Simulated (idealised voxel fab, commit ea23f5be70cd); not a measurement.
process module | voxel gate over fins
cross-section cut | 145 nm wide | cells 5 nm
A cross-section is a grid of square cells, given in bands from the top down. A band is one or more rows of cells.
Each band's line starts with the height of the band's top and of its bottom, in nm. Then come its materials from left to right, each with its width in nm. One material with "throughout" fills the band from edge to edge. "air" is empty space.
Height 0 is the level under which the wafer as received is all one material. The lowest band goes on downwards, as in "0 down".
A width such as "30 to 40" changes by the same amount from each row of cells to the next, from the band's top row to its bottom row.
"no change" after a step means that no cell of the cross-section changed.
closed voids: empty space of 8 cells or more with no open way to the top, each as width x height at its distance from the left edge, in nm
after a step's settings: what the simulator itself notes on the step
overlay nm, on a step with a mask: how far to the right of its planned place the mask lay; to the left if negative
plan
1 op RECEIVE | material Si
2 op CONFORMAL_DEP | material SiN | thk nm 10
3 op PATTERN | tone cover | mask id FINS | material resist | width nm 15 | pitch nm 35 | thk nm 15 | overlay nm 0
4 op DIRECTIONAL_ETCH | etch materials SiN | depth nm 10
5 op DIRECTIONAL_ETCH | etch materials Si | depth nm 40
6 op STRIP | etch materials resist
7 op FILL_DEP | material SiO2 | thk nm 5
8 op CMP | height nm 10
9 op SELECTIVE_ETCH | etch materials SiO2 | depth nm 25
10 op STRIP | etch materials SiN
11 op CONFORMAL_DEP | material HfO2 | thk nm 5
12 op CONFORMAL_DEP | material TiN | thk nm 5
13 op CONFORMAL_DEP | material TiAl | thk nm 5
14 op CONFORMAL_DEP | material TiN | thk nm 5
15 op FILL_DEP | material W | thk nm 10
16 op CMP | height nm 25
17 op CONFORMAL_DEP | material SiCN | thk nm 5
as received, after step 1
  0 down: Si throughout
  closed voids: none
first wafer at the end, as planned
  30 to 25: SiCN throughout
  25 to 20: W throughout
  20 to 15: W 25 | TiN 90 | W 30
  15 to 10: W 25 | TiN 5 | TiAl 80 | TiN 5 | W 30
  10 to 5: W 25 | TiN 5 | TiAl 5 | TiN 70 | TiAl 5 | TiN 5 | W 30
  5 to 0: TiN 30 | TiAl 5 | TiN 5 | HfO2 25 | TiN 10 | HfO2 25 | TiN 5 | TiAl 5 | TiN 35
  0 to -5: TiAl 35 | TiN 5 | HfO2 5 | Si 15 | HfO2 5 | TiN 10 | HfO2 5 | Si 15 | HfO2 5 | TiN 5 | TiAl 40
  -5 to -10: TiN 40 | HfO2 5 | Si 15 | HfO2 5 | TiN 10 | HfO2 5 | Si 15 | HfO2 5 | TiN 45
  -10 to -15: HfO2 45 | Si 15 | HfO2 20 | Si 15 | HfO2 50
  -15 to -40: SiO2 45 | Si 15 | SiO2 20 | Si 15 | SiO2 50
  -40 down: Si throughout
  closed voids: none
second wafer at the end: like start, like plan, one mistake
  30 to 25: SiCN throughout
  25 to 20: W throughout
  20 to 15: TiN throughout
  15 to 10: TiAl throughout
  10 to 5: TiN throughout
  5 to 0: HfO2 50 | TiN 5 | HfO2 30 | TiN 5 | HfO2 55
  0 to -10: Si 45 | HfO2 5 | TiN 5 | HfO2 5 | Si 20 | HfO2 5 | TiN 5 | HfO2 5 | Si 50
  -10 to -15: Si 45 | HfO2 15 | Si 20 | HfO2 15 | Si 50
  -15 to -40: Si 45 | SiO2 15 | Si 20 | SiO2 15 | Si 50
  -40 down: Si throughout
  closed voids: none
what went wrong: step 3 ran as: op PATTERN | tone open | mask id FINS | material resist | width nm 15 | pitch nm 35 | thk nm 15 | overlay nm 0
at the end the second wafer has, in cells: 136 more of Si | 85 fewer of SiO2 | 6 fewer of TiAl | 12 fewer of TiN | 33 fewer of W
